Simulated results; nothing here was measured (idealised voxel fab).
The process module that follows is named voxel air gaps.
Cross-section cut: width 285 nm, square cells of 5 nm.
Cross-section = grid of square cells, listed top down in bands; band = one or more rows.
First you get the band's top height and its bottom height, in nm, and then the materials it's made of, left to right, with each width in nm. If you see a single material with "edge to edge", that one covers the band edge to edge. "air" is empty space.
Ref level 0: as-received wafer is one material below here. Bottom band extends down with no lower bound ("z 0 and below").
With a width like "30->40", each row of cells in the band differs from the next by the same amount, the top row carrying the first number and the bottom row the second.
Basically "no modifications" means that step didn't change any cell in the cross-section.
"Closed cavities" contains a list of empty spaces, each no smaller than 8 cells and without an open way to the top, written in the form width x height at distance with the distance from the left edge and all three in nm.
after a step's settings: what the simulator itself notes on the step
The line of a step may include "overlay nm". On a step with a mask, this value is how far to the right of its planned place the mask lay. A negative value means the mask lay to the left.
THE PROCESS STEPS THAT WERE PLANNED ARE LISTED BELOW
1. RECEIVE: material Si
2. CONFORMAL_DEP: material SiO2, thk nm 15
3. CONFORMAL_DEP: material SiN, thk nm 5
4. DIRECTIONAL_DEP: material lowk, thk nm 30
5. MASKED_ETCH: tone open, mask id LINES, width nm 20, pitch nm 50, etch materials lowk, depth nm 30, overlay nm 0
6. CONFORMAL_DEP: material TiN, thk nm 5
7. FILL_DEP: material Cu, thk nm 10
8. CMP: height nm 50
9. EPI: material Ru, thk nm 10
10. SELECTIVE_ETCH: etch materials lowk, depth nm 40
11. CONFORMAL_DEP: material SiN, thk nm 5
AS RECEIVED (POST STEP 1): CROSS-SECTION
* z 0 and below  Si edge to edge
* Closed cavities: none
LOOK AT THE CROSS-SECTION AFTER THE MODULE: THE WAFER STARTED OUT THE WAY SHOWN ABOVE AND THE PLAN WAS THE ONE SHOWN ABOVE, YET ONE MISTAKE WAS MADE ALONG THE WAY
* z 65 to 60  SiN edge to edge
* z 60 to 50  Ru edge to edge
* z 50 to 25  50 nm Cu; 5 nm TiN; 20 nm lowk; 5 nm TiN; 20 nm Cu; 5 nm TiN; 20 nm lowk; 5 nm TiN; 20 nm Cu; 5 nm TiN; 20 nm lowk; 5 nm TiN; 20 nm Cu; 5 nm TiN; 20 nm lowk; 5 nm TiN; 55 nm Cu
* z 25 to 20  55 nm TiN; 20 nm lowk; 30 nm TiN; 20 nm lowk; 30 nm TiN; 20 nm lowk; 30 nm TiN; 20 nm lowk; 60 nm TiN
* z 20 to 15  SiN edge to edge
* z 15 to 0  SiO2 edge to edge
* z 0 and below  Si edge to edge
* Closed cavities: none
Misprocessing identified: it should be noted that step 5 was executed with settings other than those planned, the operation and settings actually applied being MASKED_ETCH: tone cover, mask id LINES, width nm 20, pitch nm 50, etch materials lowk, depth nm 30, overlay nm 0
